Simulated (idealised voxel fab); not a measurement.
Herein follows the process module entitled voxel gate over fins.
The cross-section shown here is cut; it is 170 nm wide and divided into square cells measuring 5 nm on a side.
We lay out every cross-section as a grid of square cells and spell it out in bands from the top down, where one band means one or more rows of cells.
Band entry format. Leading values: height of top, height of bottom, nm. Remainder: materials in left-to-right order, each with its width in nm. Special words: "all across" on a single material, which then fills the band edge to edge; "air", empty space.
Convention: height 0 is the level below which the wafer, as received, is all one material. The lowest band does not terminate at the bottom but continues downward, represented as "0 down".
Quick explanation for "30..40": the width changes in equal steps down the rows of cells, from the first number in the band's top row to the second number in its bottom row.
Basically "nothing was modified" means that step didn't change any cell in the cross-section.
Empty spaces without an open route to the top, at least 8 cells in extent, make up the entry "Sealed internal cavities"; each is given as width x height at distance, where the distance is measured from the left edge, and all are in nm.
Read whatever lies past the settings on a step's line as the simulator's own remark about the step.
overlay nm: mask right of planned place by this much (step with mask). Neg. = left.

**Process steps - plan**
1) RECEIVE (material Si)
2) CONFORMAL_DEP (material SiN; thk nm 10)
3) DIRECTIONAL_DEP (material aC; thk nm 15)
4) PATTERN (tone cover; mask id FINS; material resist; width nm 15; pitch nm 35; thk nm 30; overlay nm 0)
5) DIRECTIONAL_ETCH (etch materials aC; depth nm 15)
6) STRIP (etch materials resist)
7) DIRECTIONAL_ETCH (etch materials SiN; depth nm 10)
8) DIRECTIONAL_ETCH (etch materials Si; depth nm 40)
9) STRIP (etch materials aC)
10) OXIDIZE (depth nm 5)
11) FILL_DEP (material SiO2; thk nm 15)
12) CMP (height nm 10)
13) SELECTIVE_ETCH (etch materials SiO2; depth nm 25)
14) STRIP (etch materials SiN)
15) CONFORMAL_DEP (material HfO2; thk nm 5)
16) CONFORMAL_DEP (material TiN; thk nm 5)
17) CONFORMAL_DEP (material TiAl; thk nm 5)
18) CONFORMAL_DEP (material TiN; thk nm 5)
19) FILL_DEP (material W; thk nm 15)
20) CMP (height nm 30)
21) CONFORMAL_DEP (material SiCN; thk nm 5)
Variable across wafers: step 16 thk nm (plan value is that of the first wafer; starting state common to all).

**First of several wafers, received after step 1, in cross-section**
- 0 down | Si all across
- Sealed internal cavities: none

**Tabulated below, wafer by wafer, are the end-of-module results: for each material, the number of cells gained (+) or lost (-) relative to the as-received state, followed by the closed voids**
thk nm 5, +58 HfO2, -270 Si, +34 SiCN, +180 SiO2, +58 TiAl, +98 TiN, +80 W, Sealed internal cavities: none
thk nm 10, +58 HfO2, -270 Si, +34 SiCN, +180 SiO2, +40 TiAl, +156 TiN, +40 W, Sealed internal cavities: none
thk nm 15, +58 HfO2, -270 Si, +34 SiCN, +180 SiO2, +40 TiAl, +196 TiN, Sealed internal cavities: none
thk nm 20, +58 HfO2, -270 Si, +34 SiCN, +180 SiO2, +40 TiAl, +196 TiN, Sealed internal cavities: none
